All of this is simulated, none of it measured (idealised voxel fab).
process module | voxel trench capacitor
cross-section cut | 255 nm wide | cells 5 nm
A cross-section is a grid of square cells, given in bands from the top down. A band is one or more rows of cells.
Each band's line starts with the height of the band's top and of its bottom, in nm. Then come its materials from left to right, each with its width in nm. One material with "throughout" fills the band from edge to edge. "air" is empty space.
Height 0 is the level under which the wafer as received is all one material. The lowest band goes on downwards, as in "0 down".
A width such as "30 to 40" changes by the same amount from each row of cells to the next, from the band's top row to its bottom row.
"no change" after a step means that no cell of the cross-section changed.
closed voids: empty space of 8 cells or more with no open way to the top, each as width x height at its distance from the left edge, in nm
after a step's settings: what the simulator itself notes on the step
overlay nm, on a step with a mask: how far to the right of its planned place the mask lay; to the left if negative
plan
1 op RECEIVE | material Si
2 op CONFORMAL_DEP | material SiN | thk nm 5
3 op PATTERN | tone open | mask id TRENCH | material resist | width nm 25 | pitch nm 50 | thk nm 20 | overlay nm 0
4 op DIRECTIONAL_ETCH | etch materials SiN | depth nm 5
5 op DIRECTIONAL_ETCH | etch materials Si | depth nm 30
6 op STRIP | etch materials resist
7 op CONFORMAL_DEP | material HfO2 | thk nm 5
8 op CONFORMAL_DEP | material TiN | thk nm 5
9 op FILL_DEP | material W | thk nm 10
10 op CMP | height nm 5
as received, after step 1
  0 down: Si throughout
  closed voids: none
first wafer at the end, as planned
  5 to 0: SiN 65 | HfO2 5 | TiN 5 | W 5 | TiN 5 | HfO2 5 | SiN 25 | HfO2 5 | TiN 5 | W 5 | TiN 5 | HfO2 5 | SiN 25 | HfO2 5 | TiN 5 | W 5 | TiN 5 | HfO2 5 | SiN 65
  0 to -20: Si 65 | HfO2 5 | TiN 5 | W 5 | TiN 5 | HfO2 5 | Si 25 | HfO2 5 | TiN 5 | W 5 | TiN 5 | HfO2 5 | Si 25 | HfO2 5 | TiN 5 | W 5 | TiN 5 | HfO2 5 | Si 65
  -20 to -25: Si 65 | HfO2 5 | TiN 15 | HfO2 5 | Si 25 | HfO2 5 | TiN 15 | HfO2 5 | Si 25 | HfO2 5 | TiN 15 | HfO2 5 | Si 65
  -25 to -30: Si 65 | HfO2 25 | Si 25 | HfO2 25 | Si 25 | HfO2 25 | Si 65
  -30 down: Si throughout
  closed voids: none
second wafer at the end: like start, like plan, one mistake
  5 to 0: SiN 70 | HfO2 5 | TiN 10 | HfO2 5 | SiN 30 | HfO2 5 | TiN 10 | HfO2 5 | SiN 30 | HfO2 5 | TiN 10 | HfO2 5 | SiN 65
  0 to -25: Si 70 | HfO2 5 | TiN 10 | HfO2 5 | Si 30 | HfO2 5 | TiN 10 | HfO2 5 | Si 30 | HfO2 5 | TiN 10 | HfO2 5 | Si 65
  -25 to -30: Si 70 | HfO2 20 | Si 30 | HfO2 20 | Si 30 | HfO2 20 | Si 65
  -30 down: Si throughout
  closed voids: none
what went wrong: step 3 ran as: op PATTERN | tone open | mask id TRENCH | material resist | width nm 20 | pitch nm 50 | thk nm 20 | overlay nm 0
at the end the second wafer has, in cells: 3 fewer of HfO2 | 18 more of Si | 3 more of SiN | 3 fewer of TiN | 15 fewer of W
